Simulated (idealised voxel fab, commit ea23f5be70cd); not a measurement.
The following process module bears the name voxel capacitor over wiring.
Cross-section cut: width 160 nm, square cells of 5 nm.
Cross-section format: a grid of square cells, given as bands from top to bottom; each band is one or more rows of cells. First you get the band's top height and its bottom height, in nm, and then the materials it's made of, left to right, with each width in nm. If you see a single material with "all across", that one covers the band edge to edge. "air" is empty space. Measure heights from 0. That's the level where, below it, the as-received wafer is all one material. The lowest band is bottomless and extends downward; write it as in "0 down". Note: "30 to 40" means the width goes from the first number (top row of the band) to the second number (bottom row) in equal steps per row of cells. Reading "everything unchanged" for a step: not a cell of the cross-section changed in it. Heads up: "Sealed-off cavities" only lists the empty pockets with no open path to the top that are 8 cells or more, and it writes them as width x height at distance, distance from the left edge, in nm. after a step's settings: what the simulator itself notes on the step. Among the settings permitted on a step's line is "overlay nm"; applied to a step with a mask, it specifies the extent to which the mask lay to the right of its planned position, whereas a negative figure signifies a position to the left. Note: before/after cross-section pairs follow, one process step per pair, after-side truncated at the lowest changed band, step and settings given beneath. Different runs of this module on the same starting wafer may supply the pairs; a pair continues the one above only where the "Prior to processing" entry says so.
Prior to processing:
    70 to 65: SiN all across
    65 to 60: TiN all across
    60 to 50: 40 nm lowk / 5 nm TiN / 5 nm W / 5 nm TiN / 105 nm lowk
    50 to 45: 40 nm SiCN / 15 nm TiN / 105 nm SiCN
    45 to 40: 30 nm SiCN / 30 nm Ru / 40 nm SiCN / 30 nm Ru / 30 nm SiCN
    40 to 35: 35 nm SiO2 / 5 nm TiN / 10 nm Cu / 5 nm TiN / 50 nm SiO2 / 5 nm TiN / 10 nm Cu / 5 nm TiN / 35 nm SiO2
    35 to 30: 35 nm SiCN / 20 nm TiN / 50 nm SiCN / 20 nm TiN / 35 nm SiCN
    30 to 0: SiO2 all across
    0 down: Si all across
    Sealed-off cavities: none
Structure After Step:
    80 to 70: TiN all across
    Lower than 70, everything is as it was.
    Sealed-off cavities: none
Before/after cross-sections above; step in between: DIRECTIONAL_DEP | material TiN | thk nm 10
Prior to processing: the pre-step structure is the one depicted after the step in the pair just above.
Structure After Step:
    95 to 80: aC all across
    Lower than 80, everything is as it was.
    Sealed-off cavities: none
Before/after cross-sections above; step in between: DIRECTIONAL_DEP | material aC | thk nm 15
Prior to processing: the pre-step structure is the one depicted after the step in the pair just above.
Structure After Step:
    130 to 95: 40 nm air / 55 nm resist / 65 nm air
    Lower than 95, everything is as it was.
    Sealed-off cavities: none
Before/after cross-sections above; step in between: PATTERN | tone cover | mask id UPPER_PLATE | material resist | width nm 55 | thk nm 35 | overlay nm 0
Prior to processing: the pre-step structure is the one depicted after the step in the pair just above.
Structure After Step:
    115 to 95: 40 nm air / 55 nm resist / 65 nm air
    95 to 80: 40 nm air / 55 nm aC / 65 nm air
    Lower than 80, everything is as it was.
    Sealed-off cavities: none
Before/after cross-sections above; step in between: DIRECTIONAL_ETCH | etch materials aC | depth nm 15
Prior to processing: the pre-step structure is the one depicted after the step in the pair just above.
Structure After Step:
    95 to 80: 40 nm air / 55 nm aC / 65 nm air
    Lower than 80, everything is as it was.
    Sealed-off cavities: none
Before/after cross-sections above; step in between: STRIP | etch materials resist
Prior to processing: the pre-step structure is the one depicted after the step in the pair just above.
Structure After Step:
    95 to 80: 40 nm air / 55 nm aC / 65 nm air
    80 to 70: 40 nm air / 55 nm TiN / 65 nm air
    Lower than 70, everything is as it was.
    Sealed-off cavities: none
Before/after cross-sections above; step in between: DIRECTIONAL_ETCH | etch materials TiN | depth nm 10
Prior to processing: the pre-step structure is the one depicted after the step in the pair just above.
Structure After Step:
    95 to 80: 40 nm air / 55 nm aC / 65 nm air
    80 to 70: 40 nm air / 55 nm TiN / 65 nm air
    70 to 65: 40 nm air / 55 nm SiN / 65 nm air
    Lower than 65, everything is as it was.
    Sealed-off cavities: none
Before/after cross-sections above; step in between: DIRECTIONAL_ETCH | etch materials SiN | depth nm 5
Prior to processing: the pre-step structure is the one depicted after the step in the pair just above.
Structure After Step:
    80 to 70: 40 nm air / 55 nm TiN / 65 nm air
    Lower than 70, everything is as it was.
    Sealed-off cavities: none
Before/after cross-sections above; step in between: STRIP | etch materials aC
Prior to processing: the pre-step structure is the one depicted after the step in the pair just above.
Structure After Step:
    100 to 80: 35 nm air / 65 nm resist / 60 nm air
    80 to 70: 35 nm air / 5 nm resist / 55 nm TiN / 5 nm resist / 60 nm air
    70 to 65: 35 nm air / 5 nm resist / 55 nm SiN / 5 nm resist / 60 nm air
    Lower than 65, everything is as it was.
    Sealed-off cavities: none
Before/after cross-sections above; step in between: PATTERN | tone cover | mask id LOWER_PLATE | material resist | width nm 65 | thk nm 20 | overlay nm 0
Prior to processing: the pre-step structure is the one depicted after the step in the pair just above.
Structure After Step:
    100 to 80: 35 nm air / 65 nm resist / 60 nm air
    80 to 70: 35 nm air / 5 nm resist / 55 nm TiN / 5 nm resist / 60 nm air
    70 to 65: 35 nm air / 5 nm resist / 55 nm SiN / 5 nm resist / 60 nm air
    65 to 60: 35 nm air / 65 nm TiN / 60 nm air
    Lower than 60, everything is as it was.
    Sealed-off cavities: none
Before/after cross-sections above; step in between: DIRECTIONAL_ETCH | etch materials TiN | depth nm 5
Prior to processing: the pre-step structure is the one depicted after the step in the pair just above.
Structure After Step:
    80 to 70: 40 nm air / 55 nm TiN / 65 nm air
    70 to 65: 40 nm air / 55 nm SiN / 65 nm air
    Lower than 65, everything is as it was.
    Sealed-off cavities: none
Before/after cross-sections above; step in between: STRIP | etch materials resist
Prior to processing: the pre-step structure is the one depicted after the step in the pair just above.
Structure After Step:
    95 to 80: SiO2 all across
    80 to 70: 40 nm SiO2 / 55 nm TiN / 65 nm SiO2
    70 to 65: 40 nm SiO2 / 55 nm SiN / 65 nm SiO2
    65 to 60: 35 nm SiO2 / 65 nm TiN / 60 nm SiO2
    Lower than 60, everything is as it was.
    Sealed-off cavities: none
Before/after cross-sections above; step in between: FILL_DEP | material SiO2 | thk nm 15
Prior to processing: the pre-step structure is the one depicted after the step in the pair just above.
Structure After Step:
    90 to 80: SiO2 all across
    Lower than 80, everything is as it was.
    Sealed-off cavities: none
Before/after cross-sections above; step in between: CMP | height nm 90
Prior to processing: the pre-step structure is the one depicted after the step in the pair just above.
Structure After Step:
    90 to 80: 50 nm SiO2 / 15 nm air / 95 nm SiO2
    Lower than 80, everything is as it was.
    Sealed-off cavities: none
Before/after cross-sections above; step in between: MASKED_ETCH | tone open | mask id PLUG_2 | width nm 15 | etch materials SiO2 | depth nm 10 | overlay nm 0
Prior to processing: the pre-step structure is the one depicted after the step in the pair just above.
Structure After Step:
    95 to 90: 55 nm TiN / 5 nm air / 100 nm TiN
    90 to 85: 50 nm SiO2 / 5 nm TiN / 5 nm air / 5 nm TiN / 95 nm SiO2
    85 to 80: 50 nm SiO2 / 15 nm TiN / 95 nm SiO2
    Lower than 80, everything is as it was.
    Sealed-off cavities: none
Before/after cross-sections above; step in between: CONFORMAL_DEP | material TiN | thk nm 5
Prior to processing: the pre-step structure is the one depicted after the step in the pair just above.
Structure After Step:
    105 to 95: Cu all across
    95 to 90: 55 nm TiN / 5 nm Cu / 100 nm TiN
    90 to 85: 50 nm SiO2 / 5 nm TiN / 5 nm Cu / 5 nm TiN / 95 nm SiO2
    Lower than 85, everything is as it was.
    Sealed-off cavities: none
Before/after cross-sections above; step in between: FILL_DEP | material Cu | thk nm 10
Prior to processing: the pre-step structure is the one depicted after the step in the pair just above.
Structure After Step:
    90 to 85: 50 nm SiO2 / 5 nm TiN / 5 nm Cu / 5 nm TiN / 95 nm SiO2
    Lower than 85, everything is as it was.
    Sealed-off cavities: none
Before/after cross-sections above; step in between: CMP | height nm 90
Prior to processing: the pre-step structure is the one depicted after the step in the pair just above.
Structure After Step:
    95 to 90: SiN all across
    Lower than 90, everything is as it was.
    Sealed-off cavities: none
Before/after cross-sections above; step in between: CONFORMAL_DEP | material SiN | thk nm 5
Prior to processing:
    0 down: Si all across
    Sealed-off cavities: none
Structure After Step:
    5 to 0: SiCN all across
    Lower than 0, everything is as it was.
    Sealed-off cavities: none
Before/after cross-sections above; step in between: CONFORMAL_DEP | material SiCN | thk nm 5
Prior to processing: the pre-step structure is the one depicted after the step in the pair just above.
Structure After Step:
    20 to 5: SiO2 all across
    Lower than 5, everything is as it was.
    Sealed-off cavities: none
Before/after cross-sections above; step in between: CONFORMAL_DEP | material SiO2 | thk nm 15
Prior to processing: the pre-step structure is the one depicted after the step in the pair just above.
Structure After Step:
    40 to 5: SiO2 all across
    Lower than 5, everything is as it was.
    Sealed-off cavities: none
Before/after cross-sections above; step in between: DIRECTIONAL_DEP | material SiO2 | thk nm 20
Prior to processing: the pre-step structure is the one depicted after the step in the pair just above.
Structure After Step:
    55 to 40: aC all across
    Lower than 40, everything is as it was.
    Sealed-off cavities: none
Before/after cross-sections above; step in between: DIRECTIONAL_DEP | material aC | thk nm 15
Prior to processing: the pre-step structure is the one depicted after the step in the pair just above.
Structure After Step:
    90 to 55: 35 nm resist / 20 nm air / 50 nm resist / 20 nm air / 35 nm resist
    Lower than 55, everything is as it was.
    Sealed-off cavities: none
Before/after cross-sections above; step in between: PATTERN | tone open | mask id METAL_1 | material resist | width nm 20 | pitch nm 70 | thk nm 35 | overlay nm 0
Prior to processing: the pre-step structure is the one depicted after the step in the pair just above.
Structure After Step:
    75 to 55: 35 nm resist / 20 nm air / 50 nm resist / 20 nm air / 35 nm resist
    55 to 40: 35 nm aC / 20 nm air / 50 nm aC / 20 nm air / 35 nm aC
    Lower than 40, everything is as it was.
    Sealed-off cavities: none
Before/after cross-sections above; step in between: DIRECTIONAL_ETCH | etch materials aC | depth nm 15
Prior to processing: the pre-step structure is the one depicted after the step in the pair just above.
Structure After Step:
    55 to 40: 35 nm aC / 20 nm air / 50 nm aC / 20 nm air / 35 nm aC
    Lower than 40, everything is as it was.
    Sealed-off cavities: none
Before/after cross-sections above; step in between: STRIP | etch materials resist
Prior to processing: the pre-step structure is the one depicted after the step in the pair just above.
Structure After Step:
    55 to 40: 35 nm aC / 20 nm air / 50 nm aC / 20 nm air / 35 nm aC
    40 to 20: 35 nm SiO2 / 20 nm air / 50 nm SiO2 / 20 nm air / 35 nm SiO2
    Lower than 20, everything is as it was.
    Sealed-off cavities: none
Before/after cross-sections above; step in between: DIRECTIONAL_ETCH | etch materials SiO2 | depth nm 20
Prior to processing: the pre-step structure is the one depicted after the step in the pair just above.
Structure After Step:
    40 to 20: 35 nm SiO2 / 20 nm air / 50 nm SiO2 / 20 nm air / 35 nm SiO2
    Lower than 20, everything is as it was.
    Sealed-off cavities: none
Before/after cross-sections above; step in between: STRIP | etch materials aC
Prior to processing: the pre-step structure is the one depicted after the step in the pair just above.
Structure After Step:
    45 to 40: 40 nm TiN / 10 nm air / 60 nm TiN / 10 nm air / 40 nm TiN
    40 to 25: 35 nm SiO2 / 5 nm TiN / 10 nm air / 5 nm TiN / 50 nm SiO2 / 5 nm TiN / 10 nm air / 5 nm TiN / 35 nm SiO2
    25 to 20: 35 nm SiO2 / 20 nm TiN / 50 nm SiO2 / 20 nm TiN / 35 nm SiO2
    Lower than 20, everything is as it was.
    Sealed-off cavities: none
Before/after cross-sections above; step in between: CONFORMAL_DEP | material TiN | thk nm 5
Prior to processing: the pre-step structure is the one depicted after the step in the pair just above.
Structure After Step:
    50 to 45: Cu all across
    45 to 40: 40 nm TiN / 10 nm Cu / 60 nm TiN / 10 nm Cu / 40 nm TiN
    40 to 25: 35 nm SiO2 / 5 nm TiN / 10 nm Cu / 5 nm TiN / 50 nm SiO2 / 5 nm TiN / 10 nm Cu / 5 nm TiN / 35 nm SiO2
    Lower than 25, everything is as it was.
    Sealed-off cavities: none
Before/after cross-sections above; step in between: FILL_DEP | material Cu | thk nm 5
Prior to processing: the pre-step structure is the one depicted after the step in the pair just above.
Structure After Step:
    40 to 25: 35 nm SiO2 / 5 nm TiN / 10 nm Cu / 5 nm TiN / 50 nm SiO2 / 5 nm TiN / 10 nm Cu / 5 nm TiN / 35 nm SiO2
    Lower than 25, everything is as it was.
    Sealed-off cavities: none
Before/after cross-sections above; step in between: CMP | height nm 40
Prior to processing: the pre-step structure is the one depicted after the step in the pair just above.
Structure After Step:
    45 to 40: 30 nm air / 30 nm Ru / 40 nm air / 30 nm Ru / 30 nm air
    Lower than 40, everything is as it was.
    Sealed-off cavities: none
Before/after cross-sections above; step in between: EPI | material Ru | thk nm 5
Prior to processing: the pre-step structure is the one depicted after the step in the pair just above.
Structure After Step:
    50 to 45: SiCN all across
    45 to 40: 30 nm SiCN / 30 nm Ru / 40 nm SiCN / 30 nm Ru / 30 nm SiCN
    Lower than 40, everything is as it was.
    Sealed-off cavities: none
Before/after cross-sections above; step in between: FILL_DEP | material SiCN | thk nm 5
Prior to processing: the pre-step structure is the one depicted after the step in the pair just above.
Structure After Step:
    60 to 50: lowk all across
    Lower than 50, everything is as it was.
    Sealed-off cavities: none
Before/after cross-sections above; step in between: DIRECTIONAL_DEP | material lowk | thk nm 10
Prior to processing: the pre-step structure is the one depicted after the step in the pair just above.
Structure After Step:
    80 to 60: 40 nm resist / 15 nm air / 105 nm resist
    Lower than 60, everything is as it was.
    Sealed-off cavities: none
Before/after cross-sections above; step in between: PATTERN | tone open | mask id PLUG_1 | material resist | width nm 15 | thk nm 20 | overlay nm 0
Prior to processing: the pre-step structure is the one depicted after the step in the pair just above.
Structure After Step:
    80 to 60: 40 nm resist / 15 nm air / 105 nm resist
    60 to 50: 40 nm lowk / 15 nm air / 105 nm lowk
    Lower than 50, everything is as it was.
    Sealed-off cavities: none
Before/after cross-sections above; step in between: DIRECTIONAL_ETCH | etch materials lowk | depth nm 10
Prior to processing: the pre-step structure is the one depicted after the step in the pair just above.
Structure After Step:
    80 to 60: 40 nm resist / 15 nm air / 105 nm resist
    60 to 50: 40 nm lowk / 15 nm air / 105 nm lowk
    50 to 45: 40 nm SiCN / 15 nm air / 105 nm SiCN
    Lower than 45, everything is as it was.
    Sealed-off cavities: none
Before/after cross-sections above; step in between: DIRECTIONAL_ETCH | etch materials SiCN | depth nm 5
Prior to processing: the pre-step structure is the one depicted after the step in the pair just above.
Structure After Step:
    60 to 50: 40 nm lowk / 15 nm air / 105 nm lowk
    Lower than 50, everything is as it was.
    Sealed-off cavities: none
Before/after cross-sections above; step in between: STRIP | etch materials resist
Prior to processing: the pre-step structure is the one depicted after the step in the pair just above.
Structure After Step:
    65 to 60: 45 nm TiN / 5 nm air / 110 nm TiN
    60 to 50: 40 nm lowk / 5 nm TiN / 5 nm air / 5 nm TiN / 105 nm lowk
    50 to 45: 40 nm SiCN / 15 nm TiN / 105 nm SiCN
    Lower than 45, everything is as it was.
    Sealed-off cavities: none
Before/after cross-sections above; step in between: CONFORMAL_DEP | material TiN | thk nm 5
Prior to processing: the pre-step structure is the one depicted after the step in the pair just above.
Structure After Step:
    70 to 65: W all across
    65 to 60: 45 nm TiN / 5 nm W / 110 nm TiN
    60 to 50: 40 nm lowk / 5 nm TiN / 5 nm W / 5 nm TiN / 105 nm lowk
    Lower than 50, everything is as it was.
    Sealed-off cavities: none
Before/after cross-sections above; step in between: FILL_DEP | material W | thk nm 5
Prior to processing: the pre-step structure is the one depicted after the step in the pair just above.
Structure After Step:
    60 to 50: 40 nm lowk / 5 nm TiN / 5 nm W / 5 nm TiN / 105 nm lowk
    Lower than 50, everything is as it was.
    Sealed-off cavities: none
Before/after cross-sections above; step in between: CMP | height nm 60
Prior to processing: the pre-step structure is the one depicted after the step in the pair just above.
Structure After Step:
    65 to 60: TiN all across
    Lower than 60, everything is as it was.
    Sealed-off cavities: none
Before/after cross-sections above; step in between: DIRECTIONAL_DEP | material TiN | thk nm 5
Prior to processing: the pre-step structure is the one depicted after the step in the pair just above.
Structure After Step:
    70 to 65: SiN all across
    Lower than 65, everything is as it was.
    Sealed-off cavities: none
Before/after cross-sections above; step in between: DIRECTIONAL_DEP | material SiN | thk nm 5
Prior to processing: the pre-step structure is the one depicted after the step in the pair just above.
Structure After Step:
    80 to 70: TiN all across
    Lower than 70, everything is as it was.
    Sealed-off cavities: none
Before/after cross-sections above; step in between: DIRECTIONAL_DEP | material TiN | thk nm 10
Prior to processing: the pre-step structure is the one depicted after the step in the pair just above.
Structure After Step:
    95 to 80: aC all across
    Lower than 80, everything is as it was.
    Sealed-off cavities: none
Before/after cross-sections above; step in between: DIRECTIONAL_DEP | material aC | thk nm 15
Prior to processing: the pre-step structure is the one depicted after the step in the pair just above.
Structure After Step:
    130 to 95: 40 nm air / 55 nm resist / 65 nm air
    Lower than 95, everything is as it was.
    Sealed-off cavities: none
Before/after cross-sections above; step in between: PATTERN | tone cover | mask id UPPER_PLATE | material resist | width nm 55 | thk nm 35 | overlay nm 0
Prior to processing: the pre-step structure is the one depicted after the step in the pair just above.
Structure After Step:
    115 to 95: 40 nm air / 55 nm resist / 65 nm air
    95 to 80: 40 nm air / 55 nm aC / 65 nm air
    Lower than 80, everything is as it was.
    Sealed-off cavities: none
Before/after cross-sections above; step in between: DIRECTIONAL_ETCH | etch materials aC | depth nm 15
Prior to processing: the pre-step structure is the one depicted after the step in the pair just above.
Structure After Step:
    95 to 80: 40 nm air / 55 nm aC / 65 nm air
    Lower than 80, everything is as it was.
    Sealed-off cavities: none
Before/after cross-sections above; step in between: STRIP | etch materials resist
Prior to processing: the pre-step structure is the one depicted after the step in the pair just above.
Structure After Step:
    95 to 80: 40 nm air / 55 nm aC / 65 nm air
    80 to 70: 40 nm air / 55 nm TiN / 65 nm air
    Lower than 70, everything is as it was.
    Sealed-off cavities: none
Before/after cross-sections above; step in between: DIRECTIONAL_ETCH | etch materials TiN | depth nm 10
Prior to processing: the pre-step structure is the one depicted after the step in the pair just above.
Structure After Step:
    95 to 80: 40 nm air / 55 nm aC / 65 nm air
    80 to 70: 40 nm air / 55 nm TiN / 65 nm air
    70 to 65: 40 nm air / 55 nm SiN / 65 nm air
    Lower than 65, everything is as it was.
    Sealed-off cavities: none
Before/after cross-sections above; step in between: DIRECTIONAL_ETCH | etch materials SiN | depth nm 5
Prior to processing: the pre-step structure is the one depicted after the step in the pair just above.
Structure After Step:
    80 to 70: 40 nm air / 55 nm TiN / 65 nm air
    Lower than 70, everything is as it was.
    Sealed-off cavities: none
Before/after cross-sections above; step in between: STRIP | etch materials aC
Prior to processing: the pre-step structure is the one depicted after the step in the pair just above.
Structure After Step:
    100 to 80: 35 nm air / 65 nm resist / 60 nm air
    80 to 70: 35 nm air / 5 nm resist / 55 nm TiN / 5 nm resist / 60 nm air
    70 to 65: 35 nm air / 5 nm resist / 55 nm SiN / 5 nm resist / 60 nm air
    Lower than 65, everything is as it was.
    Sealed-off cavities: none
Before/after cross-sections above; step in between: PATTERN | tone cover | mask id LOWER_PLATE | material resist | width nm 65 | thk nm 20 | overlay nm 0
Prior to processing: the pre-step structure is the one depicted after the step in the pair just above.
Structure After Step:
    100 to 80: 35 nm air / 65 nm resist / 60 nm air
    80 to 70: 35 nm air / 5 nm resist / 55 nm TiN / 5 nm resist / 60 nm air
    70 to 65: 35 nm air / 5 nm resist / 55 nm SiN / 5 nm resist / 60 nm air
    65 to 60: 35 nm air / 65 nm TiN / 60 nm air
    Lower than 60, everything is as it was.
    Sealed-off cavities: none
Before/after cross-sections above; step in between: DIRECTIONAL_ETCH | etch materials TiN | depth nm 5
Prior to processing: the pre-step structure is the one depicted after the step in the pair just above.
Structure After Step:
    80 to 70: 40 nm air / 55 nm TiN / 65 nm air
    70 to 65: 40 nm air / 55 nm SiN / 65 nm air
    Lower than 65, everything is as it was.
    Sealed-off cavities: none
Before/after cross-sections above; step in between: STRIP | etch materials resist
Prior to processing: the pre-step structure is the one depicted after the step in the pair just above.
Structure After Step:
    95 to 80: SiO2 all across
    80 to 70: 40 nm SiO2 / 55 nm TiN / 65 nm SiO2
    70 to 65: 40 nm SiO2 / 55 nm SiN / 65 nm SiO2
    65 to 60: 35 nm SiO2 / 65 nm TiN / 60 nm SiO2
    Lower than 60, everything is as it was.
    Sealed-off cavities: none
Before/after cross-sections above; step in between: FILL_DEP | material SiO2 | thk nm 15
Prior to processing: the pre-step structure is the one depicted after the step in the pair just above.
Structure After Step:
    90 to 80: SiO2 all across
    Lower than 80, everything is as it was.
    Sealed-off cavities: none
Before/after cross-sections above; step in between: CMP | height nm 90
Prior to processing: the pre-step structure is the one depicted after the step in the pair just above.
Structure After Step:
    90 to 80: 50 nm SiO2 / 15 nm air / 95 nm SiO2
    Lower than 80, everything is as it was.
    Sealed-off cavities: none
Before/after cross-sections above; step in between: MASKED_ETCH | tone open | mask id PLUG_2 | width nm 15 | etch materials SiO2 | depth nm 10 | overlay nm 0
Prior to processing: the pre-step structure is the one depicted after the step in the pair just above.
Structure After Step:
    95 to 90: 55 nm TiN / 5 nm air / 100 nm TiN
    90 to 85: 50 nm SiO2 / 5 nm TiN / 5 nm air / 5 nm TiN / 95 nm SiO2
    85 to 80: 50 nm SiO2 / 15 nm TiN / 95 nm SiO2
    Lower than 80, everything is as it was.
    Sealed-off cavities: none
Before/after cross-sections above; step in between: CONFORMAL_DEP | material TiN | thk nm 5
Prior to processing: the pre-step structure is the one depicted after the step in the pair just above.
Structure After Step:
    105 to 95: Cu all across
    95 to 90: 55 nm TiN / 5 nm Cu / 100 nm TiN
    90 to 85: 50 nm SiO2 / 5 nm TiN / 5 nm Cu / 5 nm TiN / 95 nm SiO2
    Lower than 85, everything is as it was.
    Sealed-off cavities: none
Before/after cross-sections above; step in between: FILL_DEP | material Cu | thk nm 10
Prior to processing: the pre-step structure is the one depicted after the step in the pair just above.
Structure After Step:
    90 to 85: 50 nm SiO2 / 5 nm TiN / 5 nm Cu / 5 nm TiN / 95 nm SiO2
    Lower than 85, everything is as it was.
    Sealed-off cavities: none
Before/after cross-sections above; step in between: CMP | height nm 90
Prior to processing: the pre-step structure is the one depicted after the step in the pair just above.
Structure After Step:
    95 to 90: SiN all across
    Lower than 90, everything is as it was.
    Sealed-off cavities: none
Before/after cross-sections above; step in between: CONFORMAL_DEP | material SiN | thk nm 5
Prior to processing:
    15 to 0: SiO2 all across
    0 down: Si all across
    Sealed-off cavities: none
Structure After Step:
    30 to 15: SiCN all across
    Lower than 15, everything is as it was.
    Sealed-off cavities: none
Before/after cross-sections above; step in between: CONFORMAL_DEP | material SiCN | thk nm 15
Prior to processing: the pre-step structure is the one depicted after the step in the pair just above.
Structure After Step:
    50 to 30: SiO2 all across
    Lower than 30, everything is as it was.
    Sealed-off cavities: none
Before/after cross-sections above; step in between: DIRECTIONAL_DEP | material SiO2 | thk nm 20
Prior to processing: the pre-step structure is the one depicted after the step in the pair just above.
Structure After Step:
    65 to 50: aC all across
    Lower than 50, everything is as it was.
    Sealed-off cavities: none
Before/after cross-sections above; step in between: DIRECTIONAL_DEP | material aC | thk nm 15
Prior to processing: the pre-step structure is the one depicted after the step in the pair just above.
Structure After Step:
    100 to 65: 35 nm resist / 20 nm air / 50 nm resist / 20 nm air / 35 nm resist
    Lower than 65, everything is as it was.
    Sealed-off cavities: none
Before/after cross-sections above; step in between: PATTERN | tone open | mask id METAL_1 | material resist | width nm 20 | pitch nm 70 | thk nm 35 | overlay nm 0
Prior to processing: the pre-step structure is the one depicted after the step in the pair just above.
Structure After Step:
    85 to 65: 35 nm resist / 20 nm air / 50 nm resist / 20 nm air / 35 nm resist
    65 to 50: 35 nm aC / 20 nm air / 50 nm aC / 20 nm air / 35 nm aC
    Lower than 50, everything is as it was.
    Sealed-off cavities: none
Before/after cross-sections above; step in between: DIRECTIONAL_ETCH | etch materials aC | depth nm 15
Prior to processing: the pre-step structure is the one depicted after the step in the pair just above.
Structure After Step:
    65 to 50: 35 nm aC / 20 nm air / 50 nm aC / 20 nm air / 35 nm aC
    Lower than 50, everything is as it was.
    Sealed-off cavities: none
Before/after cross-sections above; step in between: STRIP | etch materials resist
Prior to processing: the pre-step structure is the one depicted after the step in the pair just above.
Structure After Step:
    65 to 50: 35 nm aC / 20 nm air / 50 nm aC / 20 nm air / 35 nm aC
    50 to 30: 35 nm SiO2 / 20 nm air / 50 nm SiO2 / 20 nm air / 35 nm SiO2
    Lower than 30, everything is as it was.
    Sealed-off cavities: none
Before/after cross-sections above; step in between: DIRECTIONAL_ETCH | etch materials SiO2 | depth nm 20
Prior to processing: the pre-step structure is the one depicted after the step in the pair just above.
Structure After Step:
    65 to 50: 35 nm aC / 20 nm air / 50 nm aC / 20 nm air / 35 nm aC
    50 to 30: 35 nm SiO2 / 20 nm air / 50 nm SiO2 / 20 nm air / 35 nm SiO2
    30 to 25: 35 nm SiCN / 20 nm air / 50 nm SiCN / 20 nm air / 35 nm SiCN
    Lower than 25, everything is as it was.
    Sealed-off cavities: none
Before/after cross-sections above; step in between: DIRECTIONAL_ETCH | etch materials SiCN | depth nm 5
Prior to processing: the pre-step structure is the one depicted after the step in the pair just above.
Structure After Step:
    50 to 30: 35 nm SiO2 / 20 nm air / 50 nm SiO2 / 20 nm air / 35 nm SiO2
    Lower than 30, everything is as it was.
    Sealed-off cavities: none
Before/after cross-sections above; step in between: STRIP | etch materials aC
Prior to processing: the pre-step structure is the one depicted after the step in the pair just above.
Structure After Step:
    55 to 50: 40 nm TiN / 10 nm air / 60 nm TiN / 10 nm air / 40 nm TiN
    50 to 30: 35 nm SiO2 / 5 nm TiN / 10 nm air / 5 nm TiN / 50 nm SiO2 / 5 nm TiN / 10 nm air / 5 nm TiN / 35 nm SiO2
    30 to 25: 35 nm SiCN / 20 nm TiN / 50 nm SiCN / 20 nm TiN / 35 nm SiCN
    Lower than 25, everything is as it was.
    Sealed-off cavities: none
Before/after cross-sections above; step in between: CONFORMAL_DEP | material TiN | thk nm 5
Prior to processing: the pre-step structure is the one depicted after the step in the pair just above.
Structure After Step:
    60 to 55: Cu all across
    55 to 50: 40 nm TiN / 10 nm Cu / 60 nm TiN / 10 nm Cu / 40 nm TiN
    50 to 30: 35 nm SiO2 / 5 nm TiN / 10 nm Cu / 5 nm TiN / 50 nm SiO2 / 5 nm TiN / 10 nm Cu / 5 nm TiN / 35 nm SiO2
    Lower than 30, everything is as it was.
    Sealed-off cavities: none
Before/after cross-sections above; step in between: FILL_DEP | material Cu | thk nm 5
Prior to processing: the pre-step structure is the one depicted after the step in the pair just above.
Structure After Step:
    40 to 30: 35 nm SiO2 / 5 nm TiN / 10 nm Cu / 5 nm TiN / 50 nm SiO2 / 5 nm TiN / 10 nm Cu / 5 nm TiN / 35 nm SiO2
    Lower than 30, everything is as it was.
    Sealed-off cavities: none
Before/after cross-sections above; step in between: CMP | height nm 40
Prior to processing: the pre-step structure is the one depicted after the step in the pair just above.
Structure After Step:
    45 to 40: 30 nm air / 30 nm Ru / 40 nm air / 30 nm Ru / 30 nm air
    Lower than 40, everything is as it was.
    Sealed-off cavities: none
Before/after cross-sections above; step in between: EPI | material Ru | thk nm 5
Prior to processing: the pre-step structure is the one depicted after the step in the pair just above.
Structure After Step:
    50 to 45: SiCN all across
    45 to 40: 30 nm SiCN / 30 nm Ru / 40 nm SiCN / 30 nm Ru / 30 nm SiCN
    Lower than 40, everything is as it was.
    Sealed-off cavities: none
Before/after cross-sections above; step in between: FILL_DEP | material SiCN | thk nm 5
Prior to processing: the pre-step structure is the one depicted after the step in the pair just above.
Structure After Step:
    60 to 50: lowk all across
    Lower than 50, everything is as it was.
    Sealed-off cavities: none
Before/after cross-sections above; step in between: DIRECTIONAL_DEP | material lowk | thk nm 10
Prior to processing: the pre-step structure is the one depicted after the step in the pair just above.
Structure After Step:
    80 to 60: 40 nm resist / 15 nm air / 105 nm resist
    Lower than 60, everything is as it was.
    Sealed-off cavities: none
Before/after cross-sections above; step in between: PATTERN | tone open | mask id PLUG_1 | material resist | width nm 15 | thk nm 20 | overlay nm 0
Prior to processing: the pre-step structure is the one depicted after the step in the pair just above.
Structure After Step:
    80 to 60: 40 nm resist / 15 nm air / 105 nm resist
    60 to 50: 40 nm lowk / 15 nm air / 105 nm lowk
    Lower than 50, everything is as it was.
    Sealed-off cavities: none
Before/after cross-sections above; step in between: DIRECTIONAL_ETCH | etch materials lowk | depth nm 10
Prior to processing: the pre-step structure is the one depicted after the step in the pair just above.
Structure After Step:
    80 to 60: 40 nm resist / 15 nm air / 105 nm resist
    60 to 50: 40 nm lowk / 15 nm air / 105 nm lowk
    50 to 45: 40 nm SiCN / 15 nm air / 105 nm SiCN
    Lower than 45, everything is as it was.
    Sealed-off cavities: none
Before/after cross-sections above; step in between: DIRECTIONAL_ETCH | etch materials SiCN | depth nm 5
Prior to processing: the pre-step structure is the one depicted after the step in the pair just above.
Structure After Step:
    60 to 50: 40 nm lowk / 15 nm air / 105 nm lowk
    Lower than 50, everything is as it was.
    Sealed-off cavities: none
Before/after cross-sections above; step in between: STRIP | etch materials resist
Prior to processing: the pre-step structure is the one depicted after the step in the pair just above.
Structure After Step:
    65 to 60: 45 nm TiN / 5 nm air / 110 nm TiN
    60 to 50: 40 nm lowk / 5 nm TiN / 5 nm air / 5 nm TiN / 105 nm lowk
    50 to 45: 40 nm SiCN / 15 nm TiN / 105 nm SiCN
    Lower than 45, everything is as it was.
    Sealed-off cavities: none
Before/after cross-sections above; step in between: CONFORMAL_DEP | material TiN | thk nm 5
Prior to processing: the pre-step structure is the one depicted after the step in the pair just above.
Structure After Step:
    70 to 65: W all across
    65 to 60: 45 nm TiN / 5 nm W / 110 nm TiN
    60 to 50: 40 nm lowk / 5 nm TiN / 5 nm W / 5 nm TiN / 105 nm lowk
    Lower than 50, everything is as it was.
    Sealed-off cavities: none
Before/after cross-sections above; step in between: FILL_DEP | material W | thk nm 5
Prior to processing: the pre-step structure is the one depicted after the step in the pair just above.
Structure After Step:
    60 to 50: 40 nm lowk / 5 nm TiN / 5 nm W / 5 nm TiN / 105 nm lowk
    Lower than 50, everything is as it was.
    Sealed-off cavities: none
Before/after cross-sections above; step in between: CMP | height nm 60
Prior to processing: the pre-step structure is the one depicted after the step in the pair just above.
Structure After Step:
    65 to 60: TiN all across
    Lower than 60, everything is as it was.
    Sealed-off cavities: none
Before/after cross-sections above; step in between: DIRECTIONAL_DEP | material TiN | thk nm 5
Prior to processing: the pre-step structure is the one depicted after the step in the pair just above.
Structure After Step:
    70 to 65: SiN all across
    Lower than 65, everything is as it was.
    Sealed-off cavities: none
Before/after cross-sections above; step in between: DIRECTIONAL_DEP | material SiN | thk nm 5
